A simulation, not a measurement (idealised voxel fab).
The process module that follows is named voxel ribs on slabs.
Each square cell in cross-section cut measures 5 nm, and the section as a whole is 185 nm wide.
Heads up, the way a cross-section reads in here is a grid of square cells, handed over as bands from the top down, with every band being one or more rows of cells.
Each band's line starts with the height of the band's top and of its bottom, in nm. Then come its materials from left to right, each with its width in nm. One material with "full width" fills the band from edge to edge. "air" is empty space.
Note: height 0 marks the level under which the wafer is uniformly one material as received. Lowest band unbounded below, written "z 0 and below".
The two numbers in a width such as "30->40" mark its ends across the band: the first belongs to the top row of cells, the second to the bottom row, and from each row to the next the width moves by the same amount.
Basically "no modification" means that step didn't change any cell in the cross-section.
The list in "Enclosed internal voids" covers empty spaces of 8 cells or more that cannot reach the top through any open way, and it gives each as width x height at distance; the distance is from the left edge, and width, height and distance are in nm.
It should be noted that, on the line of a given step, the content following the step's settings is a remark produced by the simulator itself with respect to that step.
When a step includes a mask, the "overlay nm" setting on its line states how far to the right of its planned place that mask lay, and negative values state how far to the left.

This section lists the process steps that were planned
1. RECEIVE, material Si
2. DIRECTIONAL_DEP, material SiO2, thk nm 25
3. DIRECTIONAL_DEP, material polySi, thk nm 15
4. PATTERN, tone cover, mask id RIB, material resist, width nm 15, thk nm 20, overlay nm 0
5. DIRECTIONAL_ETCH, etch materials polySi, depth nm 5
6. STRIP, etch materials resist
7. PATTERN, tone cover, mask id SLAB, material resist, width nm 55, thk nm 20, overlay nm 0
8. DIRECTIONAL_ETCH, etch materials polySi, depth nm 10
9. STRIP, etch materials resist
10. FILL_DEP, material SiO2, thk nm 20
11. CMP, height nm 50
12. DIRECTIONAL_DEP, material TiN, thk nm 5
13. PATTERN, tone cover, mask id HEATER, material resist, width nm 25, thk nm 20, overlay nm 0
14. DIRECTIONAL_ETCH, etch materials TiN, depth nm 5
15. STRIP, etch materials resist
16. CONFORMAL_DEP, material SiO2, thk nm 5

This is the cross-section of the wafer as we received it, i.e. after step 1
    z 0 and below = Si full width
    Enclosed internal voids: none

Post-module cross-section of the first of two wafers (run per plan)
    z 60 to 55 = air: 75; SiO2: 35; air: 75
    z 55 to 50 = SiO2: 80; TiN: 25; SiO2: 80
    z 50 to 40 = SiO2 full width
    z 40 to 35 = SiO2: 85; polySi: 15; SiO2: 85
    z 35 to 25 = SiO2: 65; polySi: 55; SiO2: 65
    z 25 to 0 = SiO2 full width
    z 0 and below = Si full width
    Enclosed internal voids: none

Wafer two, sectioned after the module: the first wafer's start, the first wafer's plan, and one mistake in how it was run
    z 60 to 40 = SiO2 full width
    z 40 to 35 = SiO2: 85; polySi: 15; SiO2: 85
    z 35 to 25 = SiO2: 65; polySi: 55; SiO2: 65
    z 25 to 0 = SiO2 full width
    z 0 and below = Si full width
    Enclosed internal voids: none
What broke from the plan during processing? rather than as planned, step 12 actually ran as DIRECTIONAL_DEP, material SiO2, thk nm 5
It is noted that, at the conclusion of processing, the second wafer exhibits a higher or lower cell count for certain materials relative to the first: +35 SiO2; -5 TiN
